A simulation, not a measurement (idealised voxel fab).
The process module presented herein is designated voxel wiring stack.
Shown is cross-section cut, with a width of 290 nm and square cells of size 5 nm.
In this document a cross-section is written as a grid of square cells. It is given as a series of bands, listed from the top down, and a band is one or more rows of cells. Band: top and bottom heights (nm) first, top before bottom; then materials from left to right, widths in nm. "throughout" marks a sole material filling the band edge to edge. "empty" denotes empty space. Measure heights from 0. That's the level where, below it, the as-received wafer is all one material. The lowest band is bottomless and extends downward; write it as in "0 nm and below". The notation "30->40" denotes a width that varies across the rows of cells in the band, beginning at the first number in the top row, finishing at the second number in the bottom row, and changing by an identical amount from each row to the next. "everything unchanged" after a step means that no cell of the cross-section changed. "Sealed void listing" - sealed voids, min. 8 cells, no opening to top; format: width x height at distance (distance from left edge; nm throughout). after a step's settings: what the simulator itself notes on the step. overlay nm: how far to the right of its planned place the mask lay on this masked step (negative: to the left).
### Here's what the planned process steps look like
1 RECEIVE [material Si]
2 CONFORMAL_DEP [material SiO2] [thk nm 10]
3 CONFORMAL_DEP [material SiN] [thk nm 5]
4 DIRECTIONAL_DEP [material lowk] [thk nm 15]
5 MASKED_ETCH [tone open] [mask id METAL_1] [width nm 20] [pitch nm 50] [etch materials lowk] [depth nm 15] [overlay nm 0]
6 MASKED_ETCH [tone open] [mask id METAL_1] [width nm 20] [pitch nm 50] [etch materials SiN] [depth nm 5] [overlay nm 0]
7 CONFORMAL_DEP [material TiN] [thk nm 5]
8 FILL_DEP [material Cu] [thk nm 5]
9 CMP [height nm 30]
10 CONFORMAL_DEP [material SiCN] [thk nm 5]
11 DIRECTIONAL_DEP [material SiO2] [thk nm 30]
12 PATTERN [tone open] [mask id METAL_2_HOLES] [material resist] [width nm 15] [pitch nm 50] [thk nm 15] [overlay nm 0]
13 DIRECTIONAL_ETCH [etch materials SiO2] [depth nm 30]
14 STRIP [etch materials resist]
15 MASKED_ETCH [tone open] [mask id METAL_2] [width nm 20] [pitch nm 50] [etch materials SiO2] [depth nm 15] [overlay nm 0]
16 MASKED_ETCH [tone open] [mask id METAL_2] [width nm 20] [pitch nm 50] [etch materials SiCN] [depth nm 5] [overlay nm 0]
17 CONFORMAL_DEP [material TiN] [thk nm 5]
18 FILL_DEP [material Cu] [thk nm 5]
19 CMP [height nm 65]
20 CONFORMAL_DEP [material SiCN] [thk nm 5]
### first wafer, as planned
### Incoming wafer, cross-sectional view, post step 1
  0 nm and below = Si throughout
  Sealed void listing: none
### Presented here is a cross-section of the wafer after step 2 has been performed
  10 nm to 0 nm = SiO2 throughout
  Anything lower than 0 is untouched.
### Presented here is a cross-section of the wafer after step 3 has been performed
  15 nm to 10 nm = SiN throughout
  Anything lower than 10 is untouched.
### Presented here is a cross-section of the wafer after step 4 has been performed
  30 nm to 15 nm = lowk throughout
  Anything lower than 15 is untouched.
### Presented here is a cross-section of the wafer after step 5 has been performed
  30 nm to 15 nm = 60 of lowk  20 of empty  30 of lowk  20 of empty  30 of lowk  20 of empty  30 of lowk  20 of empty  60 of lowk
  Anything lower than 15 is untouched.
### Presented here is a cross-section of the wafer after step 6 has been performed
  30 nm to 15 nm = 60 of lowk  20 of empty  30 of lowk  20 of empty  30 of lowk  20 of empty  30 of lowk  20 of empty  60 of lowk
  15 nm to 10 nm = 60 of SiN  20 of empty  30 of SiN  20 of empty  30 of SiN  20 of empty  30 of SiN  20 of empty  60 of SiN
  Anything lower than 10 is untouched.
### Presented here is a cross-section of the wafer after step 7 has been performed
  35 nm to 30 nm = 65 of TiN  10 of empty  40 of TiN  10 of empty  40 of TiN  10 of empty  40 of TiN  10 of empty  65 of TiN
  30 nm to 15 nm = 60 of lowk  5 of TiN  10 of empty  5 of TiN  30 of lowk  5 of TiN  10 of empty  5 of TiN  30 of lowk  5 of TiN  10 of empty  5 of TiN  30 of lowk  5 of TiN  10 of empty  5 of TiN  60 of lowk
  15 nm to 10 nm = 60 of SiN  20 of TiN  30 of SiN  20 of TiN  30 of SiN  20 of TiN  30 of SiN  20 of TiN  60 of SiN
  Anything lower than 10 is untouched.
### Presented here is a cross-section of the wafer after step 8 has been performed
  40 nm to 35 nm = Cu throughout
  35 nm to 30 nm = 65 of TiN  10 of Cu  40 of TiN  10 of Cu  40 of TiN  10 of Cu  40 of TiN  10 of Cu  65 of TiN
  30 nm to 15 nm = 60 of lowk  5 of TiN  10 of Cu  5 of TiN  30 of lowk  5 of TiN  10 of Cu  5 of TiN  30 of lowk  5 of TiN  10 of Cu  5 of TiN  30 of lowk  5 of TiN  10 of Cu  5 of TiN  60 of lowk
  Anything lower than 15 is untouched.
### Presented here is a cross-section of the wafer after step 9 has been performed
  30 nm to 15 nm = 60 of lowk  5 of TiN  10 of Cu  5 of TiN  30 of lowk  5 of TiN  10 of Cu  5 of TiN  30 of lowk  5 of TiN  10 of Cu  5 of TiN  30 of lowk  5 of TiN  10 of Cu  5 of TiN  60 of lowk
  Anything lower than 15 is untouched.
### Presented here is a cross-section of the wafer after step 10 has been performed
  35 nm to 30 nm = SiCN throughout
  Anything lower than 30 is untouched.
### Presented here is a cross-section of the wafer after step 11 has been performed
  65 nm to 35 nm = SiO2 throughout
  Anything lower than 35 is untouched.
### Presented here is a cross-section of the wafer after step 12 has been performed
  80 nm to 65 nm = 60 of resist  15 of empty  35 of resist  15 of empty  35 of resist  15 of empty  35 of resist  15 of empty  65 of resist
  Anything lower than 65 is untouched.
### Presented here is a cross-section of the wafer after step 13 has been performed
  80 nm to 65 nm = 60 of resist  15 of empty  35 of resist  15 of empty  35 of resist  15 of empty  35 of resist  15 of empty  65 of resist
  65 nm to 35 nm = 60 of SiO2  15 of empty  35 of SiO2  15 of empty  35 of SiO2  15 of empty  35 of SiO2  15 of empty  65 of SiO2
  Anything lower than 35 is untouched.
### Presented here is a cross-section of the wafer after step 14 has been performed
  65 nm to 35 nm = 60 of SiO2  15 of empty  35 of SiO2  15 of empty  35 of SiO2  15 of empty  35 of SiO2  15 of empty  65 of SiO2
  Anything lower than 35 is untouched.
### Presented here is a cross-section of the wafer after step 15 has been performed
  65 nm to 50 nm = 60 of SiO2  20 of empty  30 of SiO2  20 of empty  30 of SiO2  20 of empty  30 of SiO2  20 of empty  60 of SiO2
  Anything lower than 50 is untouched.
### Presented here is a cross-section of the wafer after step 16 has been performed
  65 nm to 50 nm = 60 of SiO2  20 of empty  30 of SiO2  20 of empty  30 of SiO2  20 of empty  30 of SiO2  20 of empty  60 of SiO2
  50 nm to 35 nm = 60 of SiO2  15 of empty  35 of SiO2  15 of empty  35 of SiO2  15 of empty  35 of SiO2  15 of empty  65 of SiO2
  35 nm to 30 nm = 60 of SiCN  15 of empty  35 of SiCN  15 of empty  35 of SiCN  15 of empty  35 of SiCN  15 of empty  65 of SiCN
  Anything lower than 30 is untouched.
### Presented here is a cross-section of the wafer after step 17 has been performed
  70 nm to 65 nm = 65 of TiN  10 of empty  40 of TiN  10 of empty  40 of TiN  10 of empty  40 of TiN  10 of empty  65 of TiN
  65 nm to 55 nm = 60 of SiO2  5 of TiN  10 of empty  5 of TiN  30 of SiO2  5 of TiN  10 of empty  5 of TiN  30 of SiO2  5 of TiN  10 of empty  5 of TiN  30 of SiO2  5 of TiN  10 of empty  5 of TiN  60 of SiO2
  55 nm to 50 nm = 60 of SiO2  5 of TiN  5 of empty  10 of TiN  30 of SiO2  5 of TiN  5 of empty  10 of TiN  30 of SiO2  5 of TiN  5 of empty  10 of TiN  30 of SiO2  5 of TiN  5 of empty  10 of TiN  60 of SiO2
  50 nm to 35 nm = 60 of SiO2  5 of TiN  5 of empty  5 of TiN  35 of SiO2  5 of TiN  5 of empty  5 of TiN  35 of SiO2  5 of TiN  5 of empty  5 of TiN  35 of SiO2  5 of TiN  5 of empty  5 of TiN  65 of SiO2
  35 nm to 30 nm = 60 of SiCN  15 of TiN  35 of SiCN  15 of TiN  35 of SiCN  15 of TiN  35 of SiCN  15 of TiN  65 of SiCN
  Anything lower than 30 is untouched.
### Presented here is a cross-section of the wafer after step 18 has been performed
  75 nm to 70 nm = Cu throughout
  70 nm to 65 nm = 65 of TiN  10 of Cu  40 of TiN  10 of Cu  40 of TiN  10 of Cu  40 of TiN  10 of Cu  65 of TiN
  65 nm to 55 nm = 60 of SiO2  5 of TiN  10 of Cu  5 of TiN  30 of SiO2  5 of TiN  10 of Cu  5 of TiN  30 of SiO2  5 of TiN  10 of Cu  5 of TiN  30 of SiO2  5 of TiN  10 of Cu  5 of TiN  60 of SiO2
  55 nm to 50 nm = 60 of SiO2  5 of TiN  5 of Cu  10 of TiN  30 of SiO2  5 of TiN  5 of Cu  10 of TiN  30 of SiO2  5 of TiN  5 of Cu  10 of TiN  30 of SiO2  5 of TiN  5 of Cu  10 of TiN  60 of SiO2
  50 nm to 35 nm = 60 of SiO2  5 of TiN  5 of Cu  5 of TiN  35 of SiO2  5 of TiN  5 of Cu  5 of TiN  35 of SiO2  5 of TiN  5 of Cu  5 of TiN  35 of SiO2  5 of TiN  5 of Cu  5 of TiN  65 of SiO2
  Anything lower than 35 is untouched.
### Presented here is a cross-section of the wafer after step 19 has been performed
  65 nm to 55 nm = 60 of SiO2  5 of TiN  10 of Cu  5 of TiN  30 of SiO2  5 of TiN  10 of Cu  5 of TiN  30 of SiO2  5 of TiN  10 of Cu  5 of TiN  30 of SiO2  5 of TiN  10 of Cu  5 of TiN  60 of SiO2
  Anything lower than 55 is untouched.
### Presented here is a cross-section of the wafer after step 20 has been performed
  70 nm to 65 nm = SiCN throughout
  Anything lower than 65 is untouched.
### Second wafer: same start and same plan as the first, one execution error; identical to the first through step 15
### X-section, second wafer, when step 16 was due to finish
  65 nm to 50 nm = 60 of SiO2  20 of empty  30 of SiO2  20 of empty  30 of SiO2  20 of empty  30 of SiO2  20 of empty  60 of SiO2
  50 nm to 35 nm = 60 of SiO2  15 of empty  35 of SiO2  15 of empty  35 of SiO2  15 of empty  35 of SiO2  15 of empty  65 of SiO2
  35 nm to 30 nm = 60 of SiCN  10 of empty  40 of SiCN  10 of empty  40 of SiCN  10 of empty  40 of SiCN  10 of empty  70 of SiCN
  Anything lower than 30 is untouched.
### X-section, second wafer, when step 17 was due to finish
  70 nm to 65 nm = 65 of TiN  10 of empty  40 of TiN  10 of empty  40 of TiN  10 of empty  40 of TiN  10 of empty  65 of TiN
  65 nm to 55 nm = 60 of SiO2  5 of TiN  10 of empty  5 of TiN  30 of SiO2  5 of TiN  10 of empty  5 of TiN  30 of SiO2  5 of TiN  10 of empty  5 of TiN  30 of SiO2  5 of TiN  10 of empty  5 of TiN  60 of SiO2
  55 nm to 50 nm = 60 of SiO2  5 of TiN  5 of empty  10 of TiN  30 of SiO2  5 of TiN  5 of empty  10 of TiN  30 of SiO2  5 of TiN  5 of empty  10 of TiN  30 of SiO2  5 of TiN  5 of empty  10 of TiN  60 of SiO2
  50 nm to 40 nm = 60 of SiO2  5 of TiN  5 of empty  5 of TiN  35 of SiO2  5 of TiN  5 of empty  5 of TiN  35 of SiO2  5 of TiN  5 of empty  5 of TiN  35 of SiO2  5 of TiN  5 of empty  5 of TiN  65 of SiO2
  40 nm to 35 nm = 60 of SiO2  15 of TiN  35 of SiO2  15 of TiN  35 of SiO2  15 of TiN  35 of SiO2  15 of TiN  65 of SiO2
  35 nm to 30 nm = 60 of SiCN  10 of TiN  40 of SiCN  10 of TiN  40 of SiCN  10 of TiN  40 of SiCN  10 of TiN  70 of SiCN
  Anything lower than 30 is untouched.
### X-section, second wafer, when step 18 was due to finish
  75 nm to 70 nm = Cu throughout
  70 nm to 65 nm = 65 of TiN  10 of Cu  40 of TiN  10 of Cu  40 of TiN  10 of Cu  40 of TiN  10 of Cu  65 of TiN
  65 nm to 55 nm = 60 of SiO2  5 of TiN  10 of Cu  5 of TiN  30 of SiO2  5 of TiN  10 of Cu  5 of TiN  30 of SiO2  5 of TiN  10 of Cu  5 of TiN  30 of SiO2  5 of TiN  10 of Cu  5 of TiN  60 of SiO2
  55 nm to 50 nm = 60 of SiO2  5 of TiN  5 of Cu  10 of TiN  30 of SiO2  5 of TiN  5 of Cu  10 of TiN  30 of SiO2  5 of TiN  5 of Cu  10 of TiN  30 of SiO2  5 of TiN  5 of Cu  10 of TiN  60 of SiO2
  50 nm to 40 nm = 60 of SiO2  5 of TiN  5 of Cu  5 of TiN  35 of SiO2  5 of TiN  5 of Cu  5 of TiN  35 of SiO2  5 of TiN  5 of Cu  5 of TiN  35 of SiO2  5 of TiN  5 of Cu  5 of TiN  65 of SiO2
  Anything lower than 40 is untouched.
### X-section, second wafer, when step 19 was due to finish
  65 nm to 55 nm = 60 of SiO2  5 of TiN  10 of Cu  5 of TiN  30 of SiO2  5 of TiN  10 of Cu  5 of TiN  30 of SiO2  5 of TiN  10 of Cu  5 of TiN  30 of SiO2  5 of TiN  10 of Cu  5 of TiN  60 of SiO2
  Anything lower than 55 is untouched.
### X-section, second wafer, when step 20 was due to finish
  70 nm to 65 nm = SiCN throughout
  Anything lower than 65 is untouched.
Finding, execution versus plan: step 16 went in with a setting other than planned; the actual run was MASKED_ETCH [tone open] [mask id METAL_2] [width nm 20] [pitch nm 50] [etch materials SiCN] [depth nm 5] [overlay nm -10]
at the end the second wafer has, in cells: Cu -4 | SiCN +4
